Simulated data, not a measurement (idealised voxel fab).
The process module presented herein is designated voxel wiring stack.
cross-section cut | 245 nm wide | cells 5 nm
Just so we're on the same page, the cross-sections are grids of square cells, and they're listed out in bands top to bottom, each band one or more rows deep.
Quick guide to a band line: top height, bottom height (nm) up front; then every material left to right with its width in nm. Only one material and it's marked "throughout"? Then it fills the band edge to edge. And "blank" just means empty space.
Height datum 0, below which the as-received substrate wafer is one material. Lowest band open at the bottom, running downward: "0 nm and below".
Graded width ("30..40"): value in top row of band = first number; value in bottom row = second number; row-to-row change constant.
Basically "stayed the same" means that step didn't change any cell in the cross-section.
Closed-off voids of 8+ cells (no open route to the top) go in "Fully sealed voids", written width x height at distance from the left edge, in nm.
The remark found on a step's line after its settings is issued by the simulator itself and pertains to that step.
The line of a step may include "overlay nm". On a step with a mask, this value is how far to the right of its planned place the mask lay. A negative value means the mask lay to the left.
This section lists the process steps that were planned
| 1 | RECEIVE, material Si |
| 2 | CONFORMAL_DEP, material SiO2, thk nm 10 |
| 3 | CONFORMAL_DEP, material SiN, thk nm 5 |
| 4 | DIRECTIONAL_DEP, material lowk, thk nm 20 |
| 5 | PATTERN, tone open, mask id METAL_1, material resist, width nm 30, pitch nm 45, thk nm 15, overlay nm 0 |
| 6 | DIRECTIONAL_ETCH, etch materials lowk, depth nm 20 |
| 7 | DIRECTIONAL_ETCH, etch materials SiN, depth nm 5 |
| 8 | STRIP, etch materials resist |
| 9 | CONFORMAL_DEP, material TiN, thk nm 5 |
| 10 | FILL_DEP, material Ru, thk nm 5 |
| 11 | CMP, height nm 35 |
| 12 | EPI, material Ru, thk nm 5 |
| 13 | FILL_DEP, material SiCN, thk nm 5 |
| 14 | DIRECTIONAL_DEP, material lowk, thk nm 35 |
| 15 | DIRECTIONAL_DEP, material aC, thk nm 10 |
| 16 | PATTERN, tone open, mask id METAL_2, material resist, width nm 30, pitch nm 45, thk nm 25, overlay nm 0 |
| 17 | DIRECTIONAL_ETCH, etch materials aC, depth nm 10 |
| 18 | STRIP, etch materials resist |
| 19 | DIRECTIONAL_ETCH, etch materials lowk, depth nm 20 |
| 20 | STRIP, etch materials aC |
| 21 | DIRECTIONAL_DEP, material aC, thk nm 10 |
| 22 | PATTERN, tone open, mask id METAL_2_HOLES, material resist, width nm 15, thk nm 30, overlay nm 0 |
| 23 | DIRECTIONAL_ETCH, etch materials aC, depth nm 10 |
| 24 | STRIP, etch materials resist |
| 25 | DIRECTIONAL_ETCH, etch materials lowk, depth nm 15 |
| 26 | DIRECTIONAL_ETCH, etch materials SiCN, depth nm 5 |
| 27 | STRIP, etch materials aC |
| 28 | CONFORMAL_DEP, material TiN, thk nm 5 |
| 29 | FILL_DEP, material Cu, thk nm 5 |
| 30 | CMP, height nm 80 |
| 31 | CONFORMAL_DEP, material SiCN, thk nm 5 |
Concerning the first of two wafers, which was run in accordance with the plan
Step 1 complete: cross-section of the wafer as received
- 0 nm and below  Si throughout
- Fully sealed voids: none
After step 2: wafer cross-section
- 10 nm to 0 nm  SiO2 throughout
- Below a height of 0, the structure has not been altered.
After step 3: wafer cross-section
- 15 nm to 10 nm  SiN throughout
- Below a height of 10, the structure has not been altered.
After step 4: wafer cross-section
- 35 nm to 15 nm  lowk throughout
- Below a height of 15, the structure has not been altered.
After step 5: wafer cross-section
- 50 nm to 35 nm  resist 85 nm, blank 30 nm, resist 15 nm, blank 30 nm, resist 85 nm
- Below a height of 35, the structure has not been altered.
After step 6: wafer cross-section
- 50 nm to 35 nm  resist 85 nm, blank 30 nm, resist 15 nm, blank 30 nm, resist 85 nm
- 35 nm to 15 nm  lowk 85 nm, blank 30 nm, lowk 15 nm, blank 30 nm, lowk 85 nm
- Below a height of 15, the structure has not been altered.
After step 7: wafer cross-section
- 50 nm to 35 nm  resist 85 nm, blank 30 nm, resist 15 nm, blank 30 nm, resist 85 nm
- 35 nm to 15 nm  lowk 85 nm, blank 30 nm, lowk 15 nm, blank 30 nm, lowk 85 nm
- 15 nm to 10 nm  SiN 85 nm, blank 30 nm, SiN 15 nm, blank 30 nm, SiN 85 nm
- Below a height of 10, the structure has not been altered.
After step 8: wafer cross-section
- 35 nm to 15 nm  lowk 85 nm, blank 30 nm, lowk 15 nm, blank 30 nm, lowk 85 nm
- Below a height of 15, the structure has not been altered.
After step 9: wafer cross-section
- 40 nm to 35 nm  TiN 90 nm, blank 20 nm, TiN 25 nm, blank 20 nm, TiN 90 nm
- 35 nm to 15 nm  lowk 85 nm, TiN 5 nm, blank 20 nm, TiN 5 nm, lowk 15 nm, TiN 5 nm, blank 20 nm, TiN 5 nm, lowk 85 nm
- 15 nm to 10 nm  SiN 85 nm, TiN 30 nm, SiN 15 nm, TiN 30 nm, SiN 85 nm
- Below a height of 10, the structure has not been altered.
After step 10: wafer cross-section
- 45 nm to 40 nm  Ru throughout
- 40 nm to 35 nm  TiN 90 nm, Ru 20 nm, TiN 25 nm, Ru 20 nm, TiN 90 nm
- 35 nm to 15 nm  lowk 85 nm, TiN 5 nm, Ru 20 nm, TiN 5 nm, lowk 15 nm, TiN 5 nm, Ru 20 nm, TiN 5 nm, lowk 85 nm
- Below a height of 15, the structure has not been altered.
After step 11: wafer cross-section
- 35 nm to 15 nm  lowk 85 nm, TiN 5 nm, Ru 20 nm, TiN 5 nm, lowk 15 nm, TiN 5 nm, Ru 20 nm, TiN 5 nm, lowk 85 nm
- Below a height of 15, the structure has not been altered.
After step 12: wafer cross-section
- 40 nm to 35 nm  blank 80 nm, Ru 40 nm, blank 5 nm, Ru 40 nm, blank 80 nm
- Below a height of 35, the structure has not been altered.
After step 13: wafer cross-section
- 45 nm to 40 nm  SiCN throughout
- 40 nm to 35 nm  SiCN 80 nm, Ru 40 nm, SiCN 5 nm, Ru 40 nm, SiCN 80 nm
- Below a height of 35, the structure has not been altered.
After step 14: wafer cross-section
- 80 nm to 45 nm  lowk throughout
- Below a height of 45, the structure has not been altered.
After step 15: wafer cross-section
- 90 nm to 80 nm  aC throughout
- Below a height of 80, the structure has not been altered.
After step 16: wafer cross-section
- 115 nm to 90 nm  resist 85 nm, blank 30 nm, resist 15 nm, blank 30 nm, resist 85 nm
- Below a height of 90, the structure has not been altered.
After step 17: wafer cross-section
- 105 nm to 90 nm  resist 85 nm, blank 30 nm, resist 15 nm, blank 30 nm, resist 85 nm
- 90 nm to 80 nm  aC 85 nm, blank 30 nm, aC 15 nm, blank 30 nm, aC 85 nm
- Below a height of 80, the structure has not been altered.
After step 18: wafer cross-section
- 90 nm to 80 nm  aC 85 nm, blank 30 nm, aC 15 nm, blank 30 nm, aC 85 nm
- Below a height of 80, the structure has not been altered.
After step 19: wafer cross-section
- 90 nm to 80 nm  aC 85 nm, blank 30 nm, aC 15 nm, blank 30 nm, aC 85 nm
- 80 nm to 60 nm  lowk 85 nm, blank 30 nm, lowk 15 nm, blank 30 nm, lowk 85 nm
- Below a height of 60, the structure has not been altered.
After step 20: wafer cross-section
- 80 nm to 60 nm  lowk 85 nm, blank 30 nm, lowk 15 nm, blank 30 nm, lowk 85 nm
- Below a height of 60, the structure has not been altered.
After step 21: wafer cross-section
- 90 nm to 80 nm  aC 85 nm, blank 30 nm, aC 15 nm, blank 30 nm, aC 85 nm
- 80 nm to 70 nm  lowk 85 nm, blank 30 nm, lowk 15 nm, blank 30 nm, lowk 85 nm
- 70 nm to 60 nm  lowk 85 nm, aC 30 nm, lowk 15 nm, aC 30 nm, lowk 85 nm
- Below a height of 60, the structure has not been altered.
After step 22: wafer cross-section
- 120 nm to 90 nm  resist 85 nm, blank 15 nm, resist 145 nm
- 90 nm to 80 nm  aC 85 nm, blank 15 nm, resist 15 nm, aC 15 nm, resist 30 nm, aC 85 nm
- 80 nm to 70 nm  lowk 85 nm, blank 15 nm, resist 15 nm, lowk 15 nm, resist 30 nm, lowk 85 nm
- Below a height of 70, the structure has not been altered.
After step 23: wafer cross-section
- 110 nm to 90 nm  resist 85 nm, blank 15 nm, resist 145 nm
- 90 nm to 80 nm  aC 85 nm, blank 15 nm, resist 15 nm, aC 15 nm, resist 30 nm, aC 85 nm
- 80 nm to 70 nm  lowk 85 nm, blank 15 nm, resist 15 nm, lowk 15 nm, resist 30 nm, lowk 85 nm
- 70 nm to 60 nm  lowk 85 nm, blank 15 nm, aC 15 nm, lowk 15 nm, aC 30 nm, lowk 85 nm
- Below a height of 60, the structure has not been altered.
After step 24: wafer cross-section
- 90 nm to 80 nm  aC 85 nm, blank 30 nm, aC 15 nm, blank 30 nm, aC 85 nm
- 80 nm to 70 nm  lowk 85 nm, blank 30 nm, lowk 15 nm, blank 30 nm, lowk 85 nm
- Below a height of 70, the structure has not been altered.
After step 25: wafer cross-section
- 90 nm to 80 nm  aC 85 nm, blank 30 nm, aC 15 nm, blank 30 nm, aC 85 nm
- 80 nm to 70 nm  lowk 85 nm, blank 30 nm, lowk 15 nm, blank 30 nm, lowk 85 nm
- 70 nm to 60 nm  lowk 85 nm, blank 15 nm, aC 15 nm, lowk 15 nm, aC 30 nm, lowk 85 nm
- 60 nm to 45 nm  lowk 85 nm, blank 15 nm, lowk 145 nm
- Below a height of 45, the structure has not been altered.
After step 26: wafer cross-section
- 90 nm to 80 nm  aC 85 nm, blank 30 nm, aC 15 nm, blank 30 nm, aC 85 nm
- 80 nm to 70 nm  lowk 85 nm, blank 30 nm, lowk 15 nm, blank 30 nm, lowk 85 nm
- 70 nm to 60 nm  lowk 85 nm, blank 15 nm, aC 15 nm, lowk 15 nm, aC 30 nm, lowk 85 nm
- 60 nm to 45 nm  lowk 85 nm, blank 15 nm, lowk 145 nm
- 45 nm to 40 nm  SiCN 85 nm, blank 15 nm, SiCN 145 nm
- Below a height of 40, the structure has not been altered.
After step 27: wafer cross-section
- 80 nm to 60 nm  lowk 85 nm, blank 30 nm, lowk 15 nm, blank 30 nm, lowk 85 nm
- Below a height of 60, the structure has not been altered.
After step 28: wafer cross-section
- 85 nm to 80 nm  TiN 90 nm, blank 20 nm, TiN 25 nm, blank 20 nm, TiN 90 nm
- 80 nm to 65 nm  lowk 85 nm, TiN 5 nm, blank 20 nm, TiN 5 nm, lowk 15 nm, TiN 5 nm, blank 20 nm, TiN 5 nm, lowk 85 nm
- 65 nm to 60 nm  lowk 85 nm, TiN 5 nm, blank 5 nm, TiN 20 nm, lowk 15 nm, TiN 30 nm, lowk 85 nm
- 60 nm to 45 nm  lowk 85 nm, TiN 5 nm, blank 5 nm, TiN 5 nm, lowk 145 nm
- 45 nm to 40 nm  SiCN 85 nm, TiN 15 nm, SiCN 145 nm
- Below a height of 40, the structure has not been altered.
After step 29: wafer cross-section
- 90 nm to 85 nm  Cu throughout
- 85 nm to 80 nm  TiN 90 nm, Cu 20 nm, TiN 25 nm, Cu 20 nm, TiN 90 nm
- 80 nm to 65 nm  lowk 85 nm, TiN 5 nm, Cu 20 nm, TiN 5 nm, lowk 15 nm, TiN 5 nm, Cu 20 nm, TiN 5 nm, lowk 85 nm
- 65 nm to 60 nm  lowk 85 nm, TiN 5 nm, Cu 5 nm, TiN 20 nm, lowk 15 nm, TiN 30 nm, lowk 85 nm
- 60 nm to 45 nm  lowk 85 nm, TiN 5 nm, Cu 5 nm, TiN 5 nm, lowk 145 nm
- Below a height of 45, the structure has not been altered.
After step 30: wafer cross-section
- 80 nm to 65 nm  lowk 85 nm, TiN 5 nm, Cu 20 nm, TiN 5 nm, lowk 15 nm, TiN 5 nm, Cu 20 nm, TiN 5 nm, lowk 85 nm
- Below a height of 65, the structure has not been altered.
After step 31: wafer cross-section
- 85 nm to 80 nm  SiCN throughout
- Below a height of 80, the structure has not been altered.
For the second wafer, take the first wafer's start and plan, then add one mistake made in running it; everything through step 12, that step included, is shared with the first
Here is the second wafer in cross-section at the point where step 13 of the plan should have been done: stayed the same
Here is the second wafer in cross-section at the point where step 14 of the plan should have been done
- 75 nm to 70 nm  blank 80 nm, lowk 40 nm, blank 5 nm, lowk 40 nm, blank 80 nm
- 70 nm to 40 nm  lowk throughout
- 40 nm to 35 nm  lowk 80 nm, Ru 40 nm, lowk 5 nm, Ru 40 nm, lowk 80 nm
- Below a height of 35, the structure has not been altered.
Here is the second wafer in cross-section at the point where step 15 of the plan should have been done
- 85 nm to 80 nm  blank 80 nm, aC 40 nm, blank 5 nm, aC 40 nm, blank 80 nm
- 80 nm to 75 nm  aC throughout
- 75 nm to 70 nm  aC 80 nm, lowk 40 nm, aC 5 nm, lowk 40 nm, aC 80 nm
- Below a height of 70, the structure has not been altered.
Here is the second wafer in cross-section at the point where step 16 of the plan should have been done
- 110 nm to 85 nm  resist 85 nm, blank 30 nm, resist 15 nm, blank 30 nm, resist 85 nm
- 85 nm to 80 nm  resist 80 nm, aC 40 nm, resist 5 nm, aC 40 nm, resist 80 nm
- Below a height of 80, the structure has not been altered.
Here is the second wafer in cross-section at the point where step 17 of the plan should have been done
- 100 nm to 85 nm  resist 85 nm, blank 30 nm, resist 15 nm, blank 30 nm, resist 85 nm
- 85 nm to 80 nm  resist 80 nm, aC 5 nm, blank 30 nm, aC 5 nm, resist 5 nm, aC 5 nm, blank 30 nm, aC 5 nm, resist 80 nm
- 80 nm to 75 nm  aC 85 nm, blank 30 nm, aC 15 nm, blank 30 nm, aC 85 nm
- Below a height of 75, the structure has not been altered.
Here is the second wafer in cross-section at the point where step 18 of the plan should have been done
- 85 nm to 80 nm  blank 80 nm, aC 5 nm, blank 30 nm, aC 5 nm, blank 5 nm, aC 5 nm, blank 30 nm, aC 5 nm, blank 80 nm
- Below a height of 80, the structure has not been altered.
Here is the second wafer in cross-section at the point where step 19 of the plan should have been done
- 85 nm to 80 nm  blank 80 nm, aC 5 nm, blank 30 nm, aC 5 nm, blank 5 nm, aC 5 nm, blank 30 nm, aC 5 nm, blank 80 nm
- 80 nm to 75 nm  aC 85 nm, blank 30 nm, aC 15 nm, blank 30 nm, aC 85 nm
- 75 nm to 70 nm  aC 80 nm, lowk 5 nm, blank 30 nm, lowk 5 nm, aC 5 nm, lowk 5 nm, blank 30 nm, lowk 5 nm, aC 80 nm
- 70 nm to 55 nm  lowk 85 nm, blank 30 nm, lowk 15 nm, blank 30 nm, lowk 85 nm
- Below a height of 55, the structure has not been altered.
Here is the second wafer in cross-section at the point where step 20 of the plan should have been done
- 75 nm to 70 nm  blank 80 nm, lowk 5 nm, blank 30 nm, lowk 5 nm, blank 5 nm, lowk 5 nm, blank 30 nm, lowk 5 nm, blank 80 nm
- Below a height of 70, the structure has not been altered.
Here is the second wafer in cross-section at the point where step 21 of the plan should have been done
- 85 nm to 80 nm  blank 80 nm, aC 5 nm, blank 30 nm, aC 5 nm, blank 5 nm, aC 5 nm, blank 30 nm, aC 5 nm, blank 80 nm
- 80 nm to 75 nm  aC 85 nm, blank 30 nm, aC 15 nm, blank 30 nm, aC 85 nm
- 75 nm to 70 nm  aC 80 nm, lowk 5 nm, blank 30 nm, lowk 5 nm, aC 5 nm, lowk 5 nm, blank 30 nm, lowk 5 nm, aC 80 nm
- 70 nm to 65 nm  lowk 85 nm, blank 30 nm, lowk 15 nm, blank 30 nm, lowk 85 nm
- 65 nm to 55 nm  lowk 85 nm, aC 30 nm, lowk 15 nm, aC 30 nm, lowk 85 nm
- Below a height of 55, the structure has not been altered.
Here is the second wafer in cross-section at the point where step 22 of the plan should have been done
- 115 nm to 85 nm  resist 85 nm, blank 15 nm, resist 145 nm
- 85 nm to 80 nm  resist 80 nm, aC 5 nm, blank 15 nm, resist 15 nm, aC 5 nm, resist 5 nm, aC 5 nm, resist 30 nm, aC 5 nm, resist 80 nm
- 80 nm to 75 nm  aC 85 nm, blank 15 nm, resist 15 nm, aC 15 nm, resist 30 nm, aC 85 nm
- 75 nm to 70 nm  aC 80 nm, lowk 5 nm, blank 15 nm, resist 15 nm, lowk 5 nm, aC 5 nm, lowk 5 nm, resist 30 nm, lowk 5 nm, aC 80 nm
- 70 nm to 65 nm  lowk 85 nm, blank 15 nm, resist 15 nm, lowk 15 nm, resist 30 nm, lowk 85 nm
- Below a height of 65, the structure has not been altered.
Here is the second wafer in cross-section at the point where step 23 of the plan should have been done
- 105 nm to 85 nm  resist 85 nm, blank 15 nm, resist 145 nm
- 85 nm to 80 nm  resist 80 nm, aC 5 nm, blank 15 nm, resist 15 nm, aC 5 nm, resist 5 nm, aC 5 nm, resist 30 nm, aC 5 nm, resist 80 nm
- 80 nm to 75 nm  aC 85 nm, blank 15 nm, resist 15 nm, aC 15 nm, resist 30 nm, aC 85 nm
- 75 nm to 70 nm  aC 80 nm, lowk 5 nm, blank 15 nm, resist 15 nm, lowk 5 nm, aC 5 nm, lowk 5 nm, resist 30 nm, lowk 5 nm, aC 80 nm
- 70 nm to 65 nm  lowk 85 nm, blank 15 nm, resist 15 nm, lowk 15 nm, resist 30 nm, lowk 85 nm
- 65 nm to 55 nm  lowk 85 nm, blank 15 nm, aC 15 nm, lowk 15 nm, aC 30 nm, lowk 85 nm
- Below a height of 55, the structure has not been altered.
Here is the second wafer in cross-section at the point where step 24 of the plan should have been done
- 85 nm to 80 nm  blank 80 nm, aC 5 nm, blank 30 nm, aC 5 nm, blank 5 nm, aC 5 nm, blank 30 nm, aC 5 nm, blank 80 nm
- 80 nm to 75 nm  aC 85 nm, blank 30 nm, aC 15 nm, blank 30 nm, aC 85 nm
- 75 nm to 70 nm  aC 80 nm, lowk 5 nm, blank 30 nm, lowk 5 nm, aC 5 nm, lowk 5 nm, blank 30 nm, lowk 5 nm, aC 80 nm
- 70 nm to 65 nm  lowk 85 nm, blank 30 nm, lowk 15 nm, blank 30 nm, lowk 85 nm
- Below a height of 65, the structure has not been altered.
Here is the second wafer in cross-section at the point where step 25 of the plan should have been done
- 85 nm to 80 nm  blank 80 nm, aC 5 nm, blank 30 nm, aC 5 nm, blank 5 nm, aC 5 nm, blank 30 nm, aC 5 nm, blank 80 nm
- 80 nm to 75 nm  aC 85 nm, blank 30 nm, aC 15 nm, blank 30 nm, aC 85 nm
- 75 nm to 70 nm  aC 80 nm, lowk 5 nm, blank 30 nm, lowk 5 nm, aC 5 nm, lowk 5 nm, blank 30 nm, lowk 5 nm, aC 80 nm
- 70 nm to 65 nm  lowk 85 nm, blank 30 nm, lowk 15 nm, blank 30 nm, lowk 85 nm
- 65 nm to 55 nm  lowk 85 nm, blank 15 nm, aC 15 nm, lowk 15 nm, aC 30 nm, lowk 85 nm
- 55 nm to 40 nm  lowk 85 nm, blank 15 nm, lowk 145 nm
- Below a height of 40, the structure has not been altered.
Here is the second wafer in cross-section at the point where step 26 of the plan should have been done: stayed the same
Here is the second wafer in cross-section at the point where step 27 of the plan should have been done
- 75 nm to 70 nm  blank 80 nm, lowk 5 nm, blank 30 nm, lowk 5 nm, blank 5 nm, lowk 5 nm, blank 30 nm, lowk 5 nm, blank 80 nm
- 70 nm to 55 nm  lowk 85 nm, blank 30 nm, lowk 15 nm, blank 30 nm, lowk 85 nm
- Below a height of 55, the structure has not been altered.
Here is the second wafer in cross-section at the point where step 28 of the plan should have been done
- 80 nm to 75 nm  blank 75 nm, TiN 15 nm, blank 20 nm, TiN 25 nm, blank 20 nm, TiN 15 nm, blank 75 nm
- 75 nm to 70 nm  TiN 80 nm, lowk 5 nm, TiN 5 nm, blank 20 nm, TiN 5 nm, lowk 5 nm, TiN 5 nm, lowk 5 nm, TiN 5 nm, blank 20 nm, TiN 5 nm, lowk 5 nm, TiN 80 nm
- 70 nm to 60 nm  lowk 85 nm, TiN 5 nm, blank 20 nm, TiN 5 nm, lowk 15 nm, TiN 5 nm, blank 20 nm, TiN 5 nm, lowk 85 nm
- 60 nm to 55 nm  lowk 85 nm, TiN 5 nm, blank 5 nm, TiN 20 nm, lowk 15 nm, TiN 30 nm, lowk 85 nm
- 55 nm to 45 nm  lowk 85 nm, TiN 5 nm, blank 5 nm, TiN 5 nm, lowk 145 nm
- 45 nm to 40 nm  lowk 85 nm, TiN 15 nm, lowk 145 nm
- Below a height of 40, the structure has not been altered.
Here is the second wafer in cross-section at the point where step 29 of the plan should have been done
- 85 nm to 80 nm  Cu throughout
- 80 nm to 75 nm  Cu 75 nm, TiN 15 nm, Cu 20 nm, TiN 25 nm, Cu 20 nm, TiN 15 nm, Cu 75 nm
- 75 nm to 70 nm  TiN 80 nm, lowk 5 nm, TiN 5 nm, Cu 20 nm, TiN 5 nm, lowk 5 nm, TiN 5 nm, lowk 5 nm, TiN 5 nm, Cu 20 nm, TiN 5 nm, lowk 5 nm, TiN 80 nm
- 70 nm to 60 nm  lowk 85 nm, TiN 5 nm, Cu 20 nm, TiN 5 nm, lowk 15 nm, TiN 5 nm, Cu 20 nm, TiN 5 nm, lowk 85 nm
- 60 nm to 55 nm  lowk 85 nm, TiN 5 nm, Cu 5 nm, TiN 20 nm, lowk 15 nm, TiN 30 nm, lowk 85 nm
- 55 nm to 45 nm  lowk 85 nm, TiN 5 nm, Cu 5 nm, TiN 5 nm, lowk 145 nm
- Below a height of 45, the structure has not been altered.
Here is the second wafer in cross-section at the point where step 30 of the plan should have been done
- 80 nm to 75 nm  Cu 75 nm, TiN 15 nm, Cu 20 nm, TiN 25 nm, Cu 20 nm, TiN 15 nm, Cu 75 nm
- Below a height of 75, the structure has not been altered.
Here is the second wafer in cross-section at the point where step 31 of the plan should have been done
- 85 nm to 80 nm  SiCN throughout
- Below a height of 80, the structure has not been altered.
Plan not followed: skipped: plan step 13 (never run)
In the final state, the cell counts of the second wafer exceed or fall short of those of the first for the following materials: Cu: 37 more; SiCN: 79 fewer; TiN: 42 more
